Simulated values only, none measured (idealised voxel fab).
Process module in this document: voxel self aligned contacts
For reference, the cross-section in this document is cut, with width 235 nm and square cells of 5 nm.
A cross-section is a grid of square cells, given in bands from the top down. A band is one or more rows of cells.
It is stipulated that each band's entry specify, in nanometres, the height of the top of the band and then that of its bottom, followed by the materials of the band in left-to-right sequence, each together with its width in nanometres. A single material marked by the word "full width" is understood to fill the band from edge to edge; the word "blank" is understood to denote empty space.
Ref level 0: as-received wafer is one material below here. Bottom band extends down with no lower bound ("z 0 and below").
You'd read "30->40" like this: the band's top row of cells is as wide as the first number, its bottom row is as wide as the second, and going down, every row changes width by the same amount as the row before did.
For the purposes of this document, the phrase "nothing different" attached to a step denotes that no cell within the cross-section was modified by that step.
If an empty space has no open way to the top and is at least 8 cells in size, "Sealed internal cavities" lists it, written width x height at distance, where distance is measured from the left edge and every value is in nm.
Step line, after settings: the simulator's comment on this step.
overlay nm: right-of-plan distance of the mask on a masked step; negative values mean left-of-plan.
### plan
1,RECEIVE with material Si
2,OXIDIZE with depth nm 5
3,DIRECTIONAL_DEP with material polySi, thk nm 25
4,DIRECTIONAL_DEP with material SiN, thk nm 15
5,PATTERN with tone cover, mask id GATE, material resist, width nm 25, pitch nm 60, thk nm 15, overlay nm 0
6,DIRECTIONAL_ETCH with etch materials SiN, depth nm 15
7,DIRECTIONAL_ETCH with etch materials polySi, depth nm 25
8,STRIP with etch materials resist
9,CONFORMAL_DEP with material SiN, thk nm 5
10,DIRECTIONAL_ETCH with etch materials SiN, depth nm 5
11,FILL_DEP with material SiO2, thk nm 15
12,CMP with height nm 45
13,PATTERN with tone open, mask id CONTACT, material resist, width nm 45, pitch nm 60, thk nm 15, overlay nm 0
14,DIRECTIONAL_ETCH with etch materials SiO2, depth nm 50
15,STRIP with etch materials resist
16,CONFORMAL_DEP with material TiN, thk nm 5
17,FILL_DEP with material W, thk nm 5
18,CMP with height nm 45
19,CONFORMAL_DEP with material SiN, thk nm 5
### First of two wafers: run as planned
### Delivered wafer in cross-section: state after step 1
> z 0 and below: Si full width
> Sealed internal cavities: none
### after step 2
> z 0 to -5: SiO2 full width
> Under -5: no change, same as before.
### after step 3
> z 25 to 0: polySi full width
> Under 0: no change, same as before.
### after step 4
> z 40 to 25: SiN full width
> Under 25: no change, same as before.
### after step 5
> z 55 to 40: blank 45 nm, resist 25 nm, blank 35 nm, resist 25 nm, blank 35 nm, resist 25 nm, blank 45 nm
> Under 40: no change, same as before.
### after step 6
> z 55 to 40: blank 45 nm, resist 25 nm, blank 35 nm, resist 25 nm, blank 35 nm, resist 25 nm, blank 45 nm
> z 40 to 25: blank 45 nm, SiN 25 nm, blank 35 nm, SiN 25 nm, blank 35 nm, SiN 25 nm, blank 45 nm
> Under 25: no change, same as before.
### after step 7
> z 55 to 40: blank 45 nm, resist 25 nm, blank 35 nm, resist 25 nm, blank 35 nm, resist 25 nm, blank 45 nm
> z 40 to 25: blank 45 nm, SiN 25 nm, blank 35 nm, SiN 25 nm, blank 35 nm, SiN 25 nm, blank 45 nm
> z 25 to 0: blank 45 nm, polySi 25 nm, blank 35 nm, polySi 25 nm, blank 35 nm, polySi 25 nm, blank 45 nm
> Under 0: no change, same as before.
### after step 8
> z 40 to 25: blank 45 nm, SiN 25 nm, blank 35 nm, SiN 25 nm, blank 35 nm, SiN 25 nm, blank 45 nm
> Under 25: no change, same as before.
### after step 9
> z 45 to 25: blank 40 nm, SiN 35 nm, blank 25 nm, SiN 35 nm, blank 25 nm, SiN 35 nm, blank 40 nm
> z 25 to 5: blank 40 nm, SiN 5 nm, polySi 25 nm, SiN 5 nm, blank 25 nm, SiN 5 nm, polySi 25 nm, SiN 5 nm, blank 25 nm, SiN 5 nm, polySi 25 nm, SiN 5 nm, blank 40 nm
> z 5 to 0: SiN 45 nm, polySi 25 nm, SiN 35 nm, polySi 25 nm, SiN 35 nm, polySi 25 nm, SiN 45 nm
> Under 0: no change, same as before.
### after step 10
> z 40 to 25: blank 40 nm, SiN 35 nm, blank 25 nm, SiN 35 nm, blank 25 nm, SiN 35 nm, blank 40 nm
> z 25 to 0: blank 40 nm, SiN 5 nm, polySi 25 nm, SiN 5 nm, blank 25 nm, SiN 5 nm, polySi 25 nm, SiN 5 nm, blank 25 nm, SiN 5 nm, polySi 25 nm, SiN 5 nm, blank 40 nm
> Under 0: no change, same as before.
### after step 11
> z 55 to 40: SiO2 full width
> z 40 to 25: SiO2 40 nm, SiN 35 nm, SiO2 25 nm, SiN 35 nm, SiO2 25 nm, SiN 35 nm, SiO2 40 nm
> z 25 to 0: SiO2 40 nm, SiN 5 nm, polySi 25 nm, SiN 5 nm, SiO2 25 nm, SiN 5 nm, polySi 25 nm, SiN 5 nm, SiO2 25 nm, SiN 5 nm, polySi 25 nm, SiN 5 nm, SiO2 40 nm
> Under 0: no change, same as before.
### after step 12
> z 45 to 40: SiO2 full width
> Under 40: no change, same as before.
### after step 13
> z 60 to 45: resist 65 nm, blank 45 nm, resist 15 nm, blank 45 nm, resist 65 nm
> Under 45: no change, same as before.
### after step 14
> z 60 to 45: resist 65 nm, blank 45 nm, resist 15 nm, blank 45 nm, resist 65 nm
> z 45 to 40: SiO2 65 nm, blank 45 nm, SiO2 15 nm, blank 45 nm, SiO2 65 nm
> z 40 to 25: SiO2 40 nm, SiN 35 nm, blank 25 nm, SiN 35 nm, blank 25 nm, SiN 35 nm, SiO2 40 nm
> z 25 to 0: SiO2 40 nm, SiN 5 nm, polySi 25 nm, SiN 5 nm, blank 25 nm, SiN 5 nm, polySi 25 nm, SiN 5 nm, blank 25 nm, SiN 5 nm, polySi 25 nm, SiN 5 nm, SiO2 40 nm
> z 0 to -5: SiO2 75 nm, blank 25 nm, SiO2 35 nm, blank 25 nm, SiO2 75 nm
> Under -5: no change, same as before.
### after step 15
> z 45 to 40: SiO2 65 nm, blank 45 nm, SiO2 15 nm, blank 45 nm, SiO2 65 nm
> Under 40: no change, same as before.
### after step 16
> z 50 to 45: TiN 70 nm, blank 35 nm, TiN 25 nm, blank 35 nm, TiN 70 nm
> z 45 to 40: SiO2 65 nm, TiN 15 nm, blank 15 nm, TiN 15 nm, SiO2 15 nm, TiN 15 nm, blank 15 nm, TiN 15 nm, SiO2 65 nm
> z 40 to 25: SiO2 40 nm, SiN 35 nm, TiN 5 nm, blank 15 nm, TiN 5 nm, SiN 35 nm, TiN 5 nm, blank 15 nm, TiN 5 nm, SiN 35 nm, SiO2 40 nm
> z 25 to 0: SiO2 40 nm, SiN 5 nm, polySi 25 nm, SiN 5 nm, TiN 5 nm, blank 15 nm, TiN 5 nm, SiN 5 nm, polySi 25 nm, SiN 5 nm, TiN 5 nm, blank 15 nm, TiN 5 nm, SiN 5 nm, polySi 25 nm, SiN 5 nm, SiO2 40 nm
> z 0 to -5: SiO2 75 nm, TiN 25 nm, SiO2 35 nm, TiN 25 nm, SiO2 75 nm
> Under -5: no change, same as before.
### after step 17
> z 55 to 50: W full width
> z 50 to 45: TiN 70 nm, W 35 nm, TiN 25 nm, W 35 nm, TiN 70 nm
> z 45 to 40: SiO2 65 nm, TiN 15 nm, W 15 nm, TiN 15 nm, SiO2 15 nm, TiN 15 nm, W 15 nm, TiN 15 nm, SiO2 65 nm
> z 40 to 25: SiO2 40 nm, SiN 35 nm, TiN 5 nm, W 15 nm, TiN 5 nm, SiN 35 nm, TiN 5 nm, W 15 nm, TiN 5 nm, SiN 35 nm, SiO2 40 nm
> z 25 to 0: SiO2 40 nm, SiN 5 nm, polySi 25 nm, SiN 5 nm, TiN 5 nm, W 15 nm, TiN 5 nm, SiN 5 nm, polySi 25 nm, SiN 5 nm, TiN 5 nm, W 15 nm, TiN 5 nm, SiN 5 nm, polySi 25 nm, SiN 5 nm, SiO2 40 nm
> Under 0: no change, same as before.
### after step 18
> z 45 to 40: SiO2 65 nm, TiN 15 nm, W 15 nm, TiN 15 nm, SiO2 15 nm, TiN 15 nm, W 15 nm, TiN 15 nm, SiO2 65 nm
> Under 40: no change, same as before.
### after step 19
> z 50 to 45: SiN full width
> Under 45: no change, same as before.
### For the second wafer, take the first wafer's start and plan, then add one mistake made in running it; everything through step 12, that step included, is shared with the first
### when step 13 should have ended
> z 60 to 45: blank 65 nm, resist 45 nm, blank 15 nm, resist 45 nm, blank 65 nm
> Under 45: no change, same as before.
### when step 14 should have ended
> z 60 to 45: blank 65 nm, resist 45 nm, blank 15 nm, resist 45 nm, blank 65 nm
> z 45 to 40: blank 65 nm, SiO2 45 nm, blank 15 nm, SiO2 45 nm, blank 65 nm
> z 40 to 25: blank 40 nm, SiN 35 nm, SiO2 25 nm, SiN 35 nm, SiO2 25 nm, SiN 35 nm, blank 40 nm
> z 25 to 0: blank 40 nm, SiN 5 nm, polySi 25 nm, SiN 5 nm, SiO2 25 nm, SiN 5 nm, polySi 25 nm, SiN 5 nm, SiO2 25 nm, SiN 5 nm, polySi 25 nm, SiN 5 nm, blank 40 nm
> z 0 to -5: blank 40 nm, SiO2 155 nm, blank 40 nm
> Under -5: no change, same as before.
### when step 15 should have ended
> z 45 to 40: blank 65 nm, SiO2 45 nm, blank 15 nm, SiO2 45 nm, blank 65 nm
> Under 40: no change, same as before.
### when step 16 should have ended
> z 50 to 45: blank 60 nm, TiN 55 nm, blank 5 nm, TiN 55 nm, blank 60 nm
> z 45 to 40: blank 35 nm, TiN 30 nm, SiO2 45 nm, TiN 15 nm, SiO2 45 nm, TiN 30 nm, blank 35 nm
> z 40 to 25: blank 35 nm, TiN 5 nm, SiN 35 nm, SiO2 25 nm, SiN 35 nm, SiO2 25 nm, SiN 35 nm, TiN 5 nm, blank 35 nm
> z 25 to 0: blank 35 nm, TiN 5 nm, SiN 5 nm, polySi 25 nm, SiN 5 nm, SiO2 25 nm, SiN 5 nm, polySi 25 nm, SiN 5 nm, SiO2 25 nm, SiN 5 nm, polySi 25 nm, SiN 5 nm, TiN 5 nm, blank 35 nm
> z 0 to -5: TiN 40 nm, SiO2 155 nm, TiN 40 nm
> Under -5: no change, same as before.
### when step 17 should have ended
> z 55 to 50: W full width
> z 50 to 45: W 60 nm, TiN 55 nm, W 5 nm, TiN 55 nm, W 60 nm
> z 45 to 40: W 35 nm, TiN 30 nm, SiO2 45 nm, TiN 15 nm, SiO2 45 nm, TiN 30 nm, W 35 nm
> z 40 to 25: W 35 nm, TiN 5 nm, SiN 35 nm, SiO2 25 nm, SiN 35 nm, SiO2 25 nm, SiN 35 nm, TiN 5 nm, W 35 nm
> z 25 to 0: W 35 nm, TiN 5 nm, SiN 5 nm, polySi 25 nm, SiN 5 nm, SiO2 25 nm, SiN 5 nm, polySi 25 nm, SiN 5 nm, SiO2 25 nm, SiN 5 nm, polySi 25 nm, SiN 5 nm, TiN 5 nm, W 35 nm
> Under 0: no change, same as before.
### when step 18 should have ended
> z 45 to 40: W 35 nm, TiN 30 nm, SiO2 45 nm, TiN 15 nm, SiO2 45 nm, TiN 30 nm, W 35 nm
> Under 40: no change, same as before.
### when step 19 should have ended
> z 50 to 45: SiN full width
> Under 45: no change, same as before.
What was the processing mistake? heads up, step 13 didn't go per plan, it actually ran as PATTERN with tone cover, mask id CONTACT, material resist, width nm 45, pitch nm 60, thk nm 15, overlay nm 0
In the final state, the cell counts of the second wafer exceed or fall short of those of the first for the following materials: SiO2 -65; TiN -7; W +72
